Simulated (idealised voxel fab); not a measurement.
process module | voxel wiring stack
FYI the section here is cut, 280 nm wide, cells are 5 nm squares.
Each cross-section below is a grid of square cells, stated as bands in top-down order, with one or more rows of cells making up each band.
In this notation a band is specified by the heights of its top and bottom, in that order and in nm, after which its materials appear from left to right, each paired with its width in nm. The word "full width" attached to a single material means that material fills the band from edge to edge; the word "empty" stands for empty space.
Zero point of the height axis is 0; under it, received wafer = one material. Lowest band: continues down indefinitely, "top 0, no bottom".
A two-number width, for instance "30..40", indicates that the width is equal to the first number in the top row of the band and to the second number in the bottom row, and that it changes by a constant amount per row of cells.
Take "remained the same" at face value: in the step it is given for, the cross-section changed in none of its cells.
Empty spaces without an open route to the top, at least 8 cells in extent, make up the entry "Sealed-off cavities"; each is given as width x height at distance, where the distance is measured from the left edge, and all are in nm.
Read whatever lies past the settings on a step's line as the simulator's own remark about the step.
overlay nm: mask right of planned place by this much (step with mask). Neg. = left.
The following list gives the planned process steps:
step 1: op RECEIVE | material Si
step 2: op CONFORMAL_DEP | material SiO2 | thk nm 10
step 3: op CONFORMAL_DEP | material SiN | thk nm 5
step 4: op DIRECTIONAL_DEP | material SiO2 | thk nm 20
step 5: op MASKED_ETCH | tone open | mask id METAL_1 | width nm 20 | pitch nm 40 | etch materials SiO2 | depth nm 20 | overlay nm 0
step 6: op MASKED_ETCH | tone open | mask id METAL_1 | width nm 20 | pitch nm 40 | etch materials SiN | depth nm 5 | overlay nm 0
step 7: op CONFORMAL_DEP | material TiN | thk nm 5
step 8: op FILL_DEP | material Ru | thk nm 10
step 9: op CMP | height nm 35
step 10: op CONFORMAL_DEP | material SiCN | thk nm 5
step 11: op DIRECTIONAL_DEP | material SiO2 | thk nm 15
step 12: op MASKED_ETCH | tone open | mask id PLUG_1 | width nm 15 | pitch nm 80 | etch materials SiO2 | depth nm 15 | overlay nm 0
step 13: op MASKED_ETCH | tone open | mask id PLUG_1 | width nm 15 | pitch nm 80 | etch materials SiCN | depth nm 5 | overlay nm 0
step 14: op CONFORMAL_DEP | material TiN | thk nm 5
step 15: op FILL_DEP | material W | thk nm 5
step 16: op CMP | height nm 55
step 17: op CONFORMAL_DEP | material SiN | thk nm 5
step 18: op DIRECTIONAL_DEP | material lowk | thk nm 20
step 19: op MASKED_ETCH | tone open | mask id METAL_2 | width nm 20 | pitch nm 40 | etch materials lowk | depth nm 20 | overlay nm 0
step 20: op MASKED_ETCH | tone open | mask id METAL_2 | width nm 20 | pitch nm 40 | etch materials SiN | depth nm 5 | overlay nm 0
step 21: op CONFORMAL_DEP | material TiN | thk nm 5
step 22: op FILL_DEP | material Cu | thk nm 5
step 23: op CMP | height nm 80
step 24: op CONFORMAL_DEP | material SiCN | thk nm 5
step 25: op DIRECTIONAL_DEP | material lowk | thk nm 35
step 26: op MASKED_ETCH | tone open | mask id METAL_3 | width nm 20 | pitch nm 40 | etch materials lowk | depth nm 20 | overlay nm 0
step 27: op DIRECTIONAL_DEP | material aC | thk nm 10
step 28: op PATTERN | tone open | mask id METAL_3_HOLES | material resist | width nm 15 | pitch nm 80 | thk nm 25 | overlay nm 0
step 29: op DIRECTIONAL_ETCH | etch materials aC | depth nm 10
step 30: op STRIP | etch materials resist
step 31: op DIRECTIONAL_ETCH | etch materials lowk | depth nm 15
step 32: op DIRECTIONAL_ETCH | etch materials SiCN | depth nm 5
step 33: op STRIP | etch materials aC
step 34: op CONFORMAL_DEP | material TiN | thk nm 5
step 35: op FILL_DEP | material Cu | thk nm 10
step 36: op CMP | height nm 120
step 37: op CONFORMAL_DEP | material SiN | thk nm 5
Cross-section of the wafer upon arrival, representing the state reached after step 1:
> top 0, no bottom = Si full width
> Sealed-off cavities: none
End-of-module cross-section of the first of two wafers, processed as planned:
> top 125, bottom 120 = SiN full width
> top 120, bottom 105 = lowk 90, then TiN 5, then Cu 10, then TiN 5, then lowk 20, then TiN 5, then Cu 10, then TiN 5, then lowk 20, then TiN 5, then Cu 10, then TiN 5, then lowk 90
> top 105, bottom 100 = lowk 90, then TiN 5, then Cu 5, then TiN 10, then lowk 20, then TiN 20, then lowk 20, then TiN 5, then Cu 5, then TiN 10, then lowk 90
> top 100, bottom 85 = lowk 90, then TiN 5, then Cu 5, then TiN 5, then lowk 65, then TiN 5, then Cu 5, then TiN 5, then lowk 95
> top 85, bottom 80 = SiCN 90, then TiN 15, then SiCN 65, then TiN 15, then SiCN 95
> top 80, bottom 60 = lowk 90, then TiN 5, then Cu 10, then TiN 5, then lowk 20, then TiN 5, then Cu 10, then TiN 5, then lowk 20, then TiN 5, then Cu 10, then TiN 5, then lowk 90
> top 60, bottom 55 = SiN 90, then TiN 20, then SiN 20, then TiN 20, then SiN 20, then TiN 20, then SiN 90
> top 55, bottom 40 = SiO2 90, then TiN 5, then W 5, then TiN 5, then SiO2 65, then TiN 5, then W 5, then TiN 5, then SiO2 95
> top 40, bottom 35 = SiCN 90, then TiN 15, then SiCN 65, then TiN 15, then SiCN 95
> top 35, bottom 15 = SiO2 90, then TiN 5, then Ru 10, then TiN 5, then SiO2 20, then TiN 5, then Ru 10, then TiN 5, then SiO2 20, then TiN 5, then Ru 10, then TiN 5, then SiO2 90
> top 15, bottom 10 = SiN 90, then TiN 20, then SiN 20, then TiN 20, then SiN 20, then TiN 20, then SiN 90
> top 10, bottom 0 = SiO2 full width
> top 0, no bottom = Si full width
> Sealed-off cavities: none
Wafer two cross-section, module end. Start and plan unchanged from wafer one; one mistake made during the run:
> top 125, bottom 120 = SiN full width
> top 120, bottom 110 = Cu full width
> top 110, bottom 105 = TiN 95, then Cu 10, then TiN 30, then Cu 10, then TiN 30, then Cu 10, then TiN 95
> top 105, bottom 100 = lowk 90, then TiN 20, then lowk 20, then TiN 5, then Cu 10, then TiN 5, then lowk 20, then TiN 20, then lowk 90
> top 100, bottom 85 = lowk 105, then TiN 5, then lowk 20, then TiN 5, then Cu 10, then TiN 5, then lowk 35, then TiN 5, then lowk 90
> top 85, bottom 80 = SiCN 105, then TiN 5, then SiCN 20, then TiN 20, then SiCN 35, then TiN 5, then SiCN 90
> top 80, bottom 60 = lowk 90, then TiN 5, then Cu 10, then TiN 5, then lowk 20, then TiN 5, then Cu 10, then TiN 5, then lowk 20, then TiN 5, then Cu 10, then TiN 5, then lowk 90
> top 60, bottom 55 = SiN 90, then TiN 20, then SiN 20, then TiN 20, then SiN 20, then TiN 20, then SiN 90
> top 55, bottom 40 = SiO2 90, then TiN 5, then W 5, then TiN 5, then SiO2 65, then TiN 5, then W 5, then TiN 5, then SiO2 95
> top 40, bottom 35 = SiCN 90, then TiN 15, then SiCN 65, then TiN 15, then SiCN 95
> top 35, bottom 15 = SiO2 90, then TiN 5, then Ru 10, then TiN 5, then SiO2 20, then TiN 5, then Ru 10, then TiN 5, then SiO2 20, then TiN 5, then Ru 10, then TiN 5, then SiO2 90
> top 15, bottom 10 = SiN 90, then TiN 20, then SiN 20, then TiN 20, then SiN 20, then TiN 20, then SiN 90
> top 10, bottom 0 = SiO2 full width
> top 0, no bottom = Si full width
> Sealed-off cavities: none
Where did the run depart from the plan? step 28 ran with different settings than intended, the actual operation and settings being op PATTERN | tone cover | mask id METAL_3_HOLES | material resist | width nm 15 | pitch nm 80 | thk nm 25 | overlay nm 0
Final difference in cells, second wafer against first, listed per material as more or fewer: +100 Cu; +32 TiN; -132 lowk
